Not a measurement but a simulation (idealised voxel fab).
A process module follows: voxel spacer lines.
In the cross-section labelled cut, the width is 250 nm and each square cell is 5 nm.
In what follows, cross-sections appear as grids of square cells, described through bands that run from the top down, where every band is one or more rows of cells. In this notation a band is specified by the heights of its top and bottom, in that order and in nm, after which its materials appear from left to right, each paired with its width in nm. The word "full width" attached to a single material means that material fills the band from edge to edge; the word "air" stands for empty space. Counting heights begins at 0, where everything beneath is, in the wafer as received, one material. The lowest band has no bottom; it goes on downwards, as "z 0 and below" shows. Graded width ("30 to 40"): value in top row of band = first number; value in bottom row = second number; row-to-row change constant. Where the words "remains unaltered" appear for a step, the cross-section shows no cell changed by that step; every cell remained as before. You'll see "Enclosed void catalog" listing empty spaces that have no way open to the top, as long as they're 8 cells or more; the notation is width x height at distance, where the distance is from the left edge, and all of it is in nm. Note: text after step settings on the step line = simulator remark on that step. Regarding "overlay nm": on a step with a mask, it is the distance the mask lay to the right of its planned place; a negative value places it to the left.
### Process steps (planned)
1,RECEIVE [material Si]
2,CONFORMAL_DEP [material Al2O3] [thk nm 5]
3,DIRECTIONAL_DEP [material SiN] [thk nm 10]
4,DIRECTIONAL_DEP [material aC] [thk nm 20]
5,PATTERN [tone cover] [mask id MANDREL] [material resist] [width nm 15] [pitch nm 50] [thk nm 30] [overlay nm 0]
6,DIRECTIONAL_ETCH [etch materials aC] [depth nm 20]
7,STRIP [etch materials resist]
8,CONFORMAL_DEP [material SiO2] [thk nm 10]
9,DIRECTIONAL_ETCH [etch materials SiO2] [depth nm 10]
10,STRIP [etch materials aC]
11,DIRECTIONAL_ETCH [etch materials SiN] [depth nm 10]
12,STRIP [etch materials SiO2]
13,FILL_DEP [material SiO2] [thk nm 10]
14,CMP [height nm 15]
### Wafer, first of two, run as planned
### Received-state cross-section, reflecting completion of step 1
    z 0 and below = Si full width
    Enclosed void catalog: none
### Cross-sectional representation of the wafer at the conclusion of step 2
    z 5 to 0 = Al2O3 full width
    Under the height 0 nothing was changed.
### Cross-sectional representation of the wafer at the conclusion of step 3
    z 15 to 5 = SiN full width
    Under the height 5 nothing was changed.
### Cross-sectional representation of the wafer at the conclusion of step 4
    z 35 to 15 = aC full width
    Under the height 15 nothing was changed.
### Cross-sectional representation of the wafer at the conclusion of step 5
    z 65 to 35 = air 65 | resist 15 | air 35 | resist 15 | air 35 | resist 15 | air 70
    Under the height 35 nothing was changed.
### Cross-sectional representation of the wafer at the conclusion of step 6
    z 45 to 35 = air 65 | resist 15 | air 35 | resist 15 | air 35 | resist 15 | air 70
    z 35 to 15 = air 65 | aC 15 | air 35 | aC 15 | air 35 | aC 15 | air 70
    Under the height 15 nothing was changed.
### Cross-sectional representation of the wafer at the conclusion of step 7
    z 35 to 15 = air 65 | aC 15 | air 35 | aC 15 | air 35 | aC 15 | air 70
    Under the height 15 nothing was changed.
### Cross-sectional representation of the wafer at the conclusion of step 8
    z 45 to 35 = air 55 | SiO2 35 | air 15 | SiO2 35 | air 15 | SiO2 35 | air 60
    z 35 to 25 = air 55 | SiO2 10 | aC 15 | SiO2 10 | air 15 | SiO2 10 | aC 15 | SiO2 10 | air 15 | SiO2 10 | aC 15 | SiO2 10 | air 60
    z 25 to 15 = SiO2 65 | aC 15 | SiO2 35 | aC 15 | SiO2 35 | aC 15 | SiO2 70
    Under the height 15 nothing was changed.
### Cross-sectional representation of the wafer at the conclusion of step 9
    z 35 to 15 = air 55 | SiO2 10 | aC 15 | SiO2 10 | air 15 | SiO2 10 | aC 15 | SiO2 10 | air 15 | SiO2 10 | aC 15 | SiO2 10 | air 60
    Under the height 15 nothing was changed.
### Cross-sectional representation of the wafer at the conclusion of step 10
    z 35 to 15 = air 55 | SiO2 10 | air 15 | SiO2 10 | air 15 | SiO2 10 | air 15 | SiO2 10 | air 15 | SiO2 10 | air 15 | SiO2 10 | air 60
    Under the height 15 nothing was changed.
### Cross-sectional representation of the wafer at the conclusion of step 11
    z 35 to 15 = air 55 | SiO2 10 | air 15 | SiO2 10 | air 15 | SiO2 10 | air 15 | SiO2 10 | air 15 | SiO2 10 | air 15 | SiO2 10 | air 60
    z 15 to 5 = air 55 | SiN 10 | air 15 | SiN 10 | air 15 | SiN 10 | air 15 | SiN 10 | air 15 | SiN 10 | air 15 | SiN 10 | air 60
    Under the height 5 nothing was changed.
### Cross-sectional representation of the wafer at the conclusion of step 12
    z 15 to 5 = air 55 | SiN 10 | air 15 | SiN 10 | air 15 | SiN 10 | air 15 | SiN 10 | air 15 | SiN 10 | air 15 | SiN 10 | air 60
    Under the height 5 nothing was changed.
### Cross-sectional representation of the wafer at the conclusion of step 13
    z 25 to 15 = SiO2 full width
    z 15 to 5 = SiO2 55 | SiN 10 | SiO2 15 | SiN 10 | SiO2 15 | SiN 10 | SiO2 15 | SiN 10 | SiO2 15 | SiN 10 | SiO2 15 | SiN 10 | SiO2 60
    Under the height 5 nothing was changed.
### Cross-sectional representation of the wafer at the conclusion of step 14
    z 15 to 5 = SiO2 55 | SiN 10 | SiO2 15 | SiN 10 | SiO2 15 | SiN 10 | SiO2 15 | SiN 10 | SiO2 15 | SiN 10 | SiO2 15 | SiN 10 | SiO2 60
    Under the height 5 nothing was changed.
### Wafer two. Identical start, identical plan. One mistake in execution. Identical history through step 4
### Planned end of step 5: second wafer, cross-section
    z 65 to 35 = air 55 | resist 15 | air 35 | resist 15 | air 35 | resist 15 | air 80
    Under the height 35 nothing was changed.
### Planned end of step 6: second wafer, cross-section
    z 45 to 35 = air 55 | resist 15 | air 35 | resist 15 | air 35 | resist 15 | air 80
    z 35 to 15 = air 55 | aC 15 | air 35 | aC 15 | air 35 | aC 15 | air 80
    Under the height 15 nothing was changed.
### Planned end of step 7: second wafer, cross-section
    z 35 to 15 = air 55 | aC 15 | air 35 | aC 15 | air 35 | aC 15 | air 80
    Under the height 15 nothing was changed.
### Planned end of step 8: second wafer, cross-section
    z 45 to 35 = air 45 | SiO2 35 | air 15 | SiO2 35 | air 15 | SiO2 35 | air 70
    z 35 to 25 = air 45 | SiO2 10 | aC 15 | SiO2 10 | air 15 | SiO2 10 | aC 15 | SiO2 10 | air 15 | SiO2 10 | aC 15 | SiO2 10 | air 70
    z 25 to 15 = SiO2 55 | aC 15 | SiO2 35 | aC 15 | SiO2 35 | aC 15 | SiO2 80
    Under the height 15 nothing was changed.
### Planned end of step 9: second wafer, cross-section
    z 35 to 15 = air 45 | SiO2 10 | aC 15 | SiO2 10 | air 15 | SiO2 10 | aC 15 | SiO2 10 | air 15 | SiO2 10 | aC 15 | SiO2 10 | air 70
    Under the height 15 nothing was changed.
### Planned end of step 10: second wafer, cross-section
    z 35 to 15 = air 45 | SiO2 10 | air 15 | SiO2 10 | air 15 | SiO2 10 | air 15 | SiO2 10 | air 15 | SiO2 10 | air 15 | SiO2 10 | air 70
    Under the height 15 nothing was changed.
### Planned end of step 11: second wafer, cross-section
    z 35 to 15 = air 45 | SiO2 10 | air 15 | SiO2 10 | air 15 | SiO2 10 | air 15 | SiO2 10 | air 15 | SiO2 10 | air 15 | SiO2 10 | air 70
    z 15 to 5 = air 45 | SiN 10 | air 15 | SiN 10 | air 15 | SiN 10 | air 15 | SiN 10 | air 15 | SiN 10 | air 15 | SiN 10 | air 70
    Under the height 5 nothing was changed.
### Planned end of step 12: second wafer, cross-section
    z 15 to 5 = air 45 | SiN 10 | air 15 | SiN 10 | air 15 | SiN 10 | air 15 | SiN 10 | air 15 | SiN 10 | air 15 | SiN 10 | air 70
    Under the height 5 nothing was changed.
### Planned end of step 13: second wafer, cross-section
    z 25 to 15 = SiO2 full width
    z 15 to 5 = SiO2 45 | SiN 10 | SiO2 15 | SiN 10 | SiO2 15 | SiN 10 | SiO2 15 | SiN 10 | SiO2 15 | SiN 10 | SiO2 15 | SiN 10 | SiO2 70
    Under the height 5 nothing was changed.
### Planned end of step 14: second wafer, cross-section
    z 15 to 5 = SiO2 45 | SiN 10 | SiO2 15 | SiN 10 | SiO2 15 | SiN 10 | SiO2 15 | SiN 10 | SiO2 15 | SiN 10 | SiO2 15 | SiN 10 | SiO2 70
    Under the height 5 nothing was changed.
Which mistake was made when the wafer was run? planned and actual differ for step 5; actual: PATTERN [tone cover] [mask id MANDREL] [material resist] [width nm 15] [pitch nm 50] [thk nm 30] [overlay nm -10]
The two final wafers agree on how many cells each material fills and disagree on which cells those are.
